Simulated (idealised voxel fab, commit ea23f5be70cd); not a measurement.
You're looking at the process module voxel gate over fins.
The width of the displayed cross-section, cut, is 235 nm; its cells are square, with a size of 5 nm.
Reading order for cross-sections: top band down to bottom band. Underlying form: a grid of square cells. Band size: one or more rows of cells. In this notation a band is specified by the heights of its top and bottom, in that order and in nm, after which its materials appear from left to right, each paired with its width in nm. The word "everywhere" attached to a single material means that material fills the band from edge to edge; the word "blank" stands for empty space. Height 0 is the level under which the wafer as received is all one material. The lowest band goes on downwards, as in "0 and below". A width such as "30->40" changes by the same amount from each row of cells to the next, from the band's top row to its bottom row. The cross-section has no changed cell in any step marked "nothing altered". You'll see "closed voids" listing empty spaces that have no way open to the top, as long as they're 8 cells or more; the notation is width x height at distance, where the distance is from the left edge, and all of it is in nm. Formally, on a step line, whatever follows the settings is a remark that the simulator itself makes on the step. Regarding "overlay nm": on a step with a mask, it is the distance the mask lay to the right of its planned place; a negative value places it to the left.
LISTED BELOW ARE THE PROCESS STEPS AS PLANNED
1. RECEIVE [material Si]
2. CONFORMAL_DEP [material SiN] [thk nm 10]
3. PATTERN [tone cover] [mask id FINS] [material resist] [width nm 15] [pitch nm 45] [thk nm 20] [overlay nm 0]
4. DIRECTIONAL_ETCH [etch materials SiN] [depth nm 10]
5. DIRECTIONAL_ETCH [etch materials Si] [depth nm 40]
6. STRIP [etch materials resist]
7. FILL_DEP [material SiO2] [thk nm 5]
8. CMP [height nm 10]
9. SELECTIVE_ETCH [etch materials SiO2] [depth nm 25]
10. STRIP [etch materials SiN]
11. CONFORMAL_DEP [material HfO2] [thk nm 5]
12. CONFORMAL_DEP [material TiN] [thk nm 5]
13. CONFORMAL_DEP [material TiAl] [thk nm 5]
14. CONFORMAL_DEP [material TiN] [thk nm 5]
15. FILL_DEP [material W] [thk nm 15]
16. CMP [height nm 30]
17. CONFORMAL_DEP [material SiN] [thk nm 5]
CROSS-SECTION OF THE WAFER AS IT CAME TO US, I.E., ALREADY THROUGH STEP 1
	0 and below: Si everywhere
	closed voids: none
FIRST OF TWO WAFERS AT THE END OF THE MODULE, SHOWN IN CROSS-SECTION; RUN CARRIED OUT AS PLANNED
	35 down to 30: SiN everywhere
	30 down to 20: W everywhere
	20 down to 15: W: 65, then TiN: 100, then W: 70
	15 down to 10: W: 65, then TiN: 5, then TiAl: 90, then TiN: 5, then W: 70
	10 down to 5: W: 65, then TiN: 5, then TiAl: 5, then TiN: 35, then TiAl: 10, then TiN: 35, then TiAl: 5, then TiN: 5, then W: 70
	5 down to 0: TiN: 70, then TiAl: 5, then TiN: 5, then HfO2: 25, then TiN: 5, then TiAl: 10, then TiN: 5, then HfO2: 25, then TiN: 5, then TiAl: 5, then TiN: 75
	0 down to -5: TiAl: 75, then TiN: 5, then HfO2: 5, then Si: 15, then HfO2: 5, then TiN: 5, then TiAl: 10, then TiN: 5, then HfO2: 5, then Si: 15, then HfO2: 5, then TiN: 5, then TiAl: 80
	-5 down to -10: TiN: 80, then HfO2: 5, then Si: 15, then HfO2: 5, then TiN: 20, then HfO2: 5, then Si: 15, then HfO2: 5, then TiN: 85
	-10 down to -15: HfO2: 85, then Si: 15, then HfO2: 30, then Si: 15, then HfO2: 90
	-15 down to -40: SiO2: 85, then Si: 15, then SiO2: 30, then Si: 15, then SiO2: 90
	-40 and below: Si everywhere
	closed voids: none
PRESENTED HERE IS A CROSS-SECTION OF THE SECOND OF THE TWO WAFERS AS IT STOOD AT THE END OF THE MODULE. IT WAS STARTED IN THE SAME MANNER AND ASSIGNED THE SAME PLAN AS THE FIRST WAFER; HOWEVER, ONE MISTAKE WAS MADE IN ITS EXECUTION
	35 down to 30: SiN everywhere
	30 down to 20: W everywhere
	20 down to 15: W: 60, then TiN: 110, then W: 65
	15 down to 10: W: 60, then TiN: 5, then TiAl: 100, then TiN: 5, then W: 65
	10 down to 5: W: 60, then TiN: 5, then TiAl: 5, then TiN: 90, then TiAl: 5, then TiN: 5, then W: 65
	5 down to 0: TiN: 65, then TiAl: 5, then TiN: 5, then HfO2: 35, then TiN: 10, then HfO2: 35, then TiN: 5, then TiAl: 5, then TiN: 70
	0 down to -5: TiAl: 70, then TiN: 5, then HfO2: 5, then Si: 25, then HfO2: 5, then TiN: 10, then HfO2: 5, then Si: 25, then HfO2: 5, then TiN: 5, then TiAl: 75
	-5 down to -10: TiN: 75, then HfO2: 5, then Si: 25, then HfO2: 5, then TiN: 10, then HfO2: 5, then Si: 25, then HfO2: 5, then TiN: 80
	-10 down to -15: HfO2: 80, then Si: 25, then HfO2: 20, then Si: 25, then HfO2: 85
	-15 down to -40: SiO2: 80, then Si: 25, then SiO2: 20, then Si: 25, then SiO2: 85
	-40 and below: Si everywhere
	closed voids: none
What went wrong in running the wafer? contrary to plan, step 3 was performed as PATTERN [tone cover] [mask id FINS] [material resist] [width nm 25] [pitch nm 45] [thk nm 20] [overlay nm 0]
Bottom line after processing is that, in cells, the second wafer is up or down on some materials versus the first: Si: 32 more | SiO2: 20 fewer | TiAl: 6 fewer | W: 6 fewer
